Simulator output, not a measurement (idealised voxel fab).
You're looking at the process module voxel lift off.
Pictured: cross-section cut, 175 nm wide, on a grid of 5 nm square cells.
This document writes a cross-section as a grid whose cells are square, and gives it as bands, listed from the top down; one or more rows of cells form a band. In this notation a band is specified by the heights of its top and bottom, in that order and in nm, after which its materials appear from left to right, each paired with its width in nm. The word "edge to edge" attached to a single material means that material fills the band from edge to edge; the word "empty" stands for empty space. A quick word on heights: they are counted from 0, and under that level the wafer as it came to us is one material throughout. The lowest band is different from the rest in having no bottom; it simply continues downward, written as in "0 down". It should be noted that a width expressed as "30..40" varies in equal increments from row to row of cells within the band, taking the value of the first number at the top row and that of the second number at the bottom row. The cross-section has no changed cell in any step marked "everything unchanged". "Trapped void list": empty spaces of 8 cells or more with no open way to the top, each given as width x height at distance, distance from the left edge, all in nm. The remark found on a step's line after its settings is issued by the simulator itself and pertains to that step. If you see "overlay nm" on a step's line and that step has a mask, it's telling you how far right of where it was planned the mask ended up; a negative number means it went left instead.
# Steps planned for the process
step 1: RECEIVE | material Si
step 2: CONFORMAL_DEP | material SiN | thk nm 15
step 3: PATTERN | tone open | mask id LINES | material resist | width nm 15 | pitch nm 35 | thk nm 25 | overlay nm 0
step 4: DIRECTIONAL_DEP | material Ru | thk nm 10
step 5: STRIP | etch materials resist
step 6: CONFORMAL_DEP | material SiCN | thk nm 10
# So this is the incoming wafer in cross-section - it's already been through step 1
- 0 down: Si edge to edge
- Trapped void list: none
# The module was run from the start shown above using the plan shown above, but one mistake was made doing it; the resulting wafer cross-section is below
- 35 to 25: empty=15  SiN=140  empty=20
- 25 to 15: SiN=25  Ru=15  SiN=20  Ru=15  SiN=20  Ru=15  SiN=20  Ru=15  SiN=30
- 15 to 0: SiN edge to edge
- 0 down: Si edge to edge
- Trapped void list: none
Misprocessing identified: step 6, actual vs plan mismatch, actual run CONFORMAL_DEP | material SiN | thk nm 10
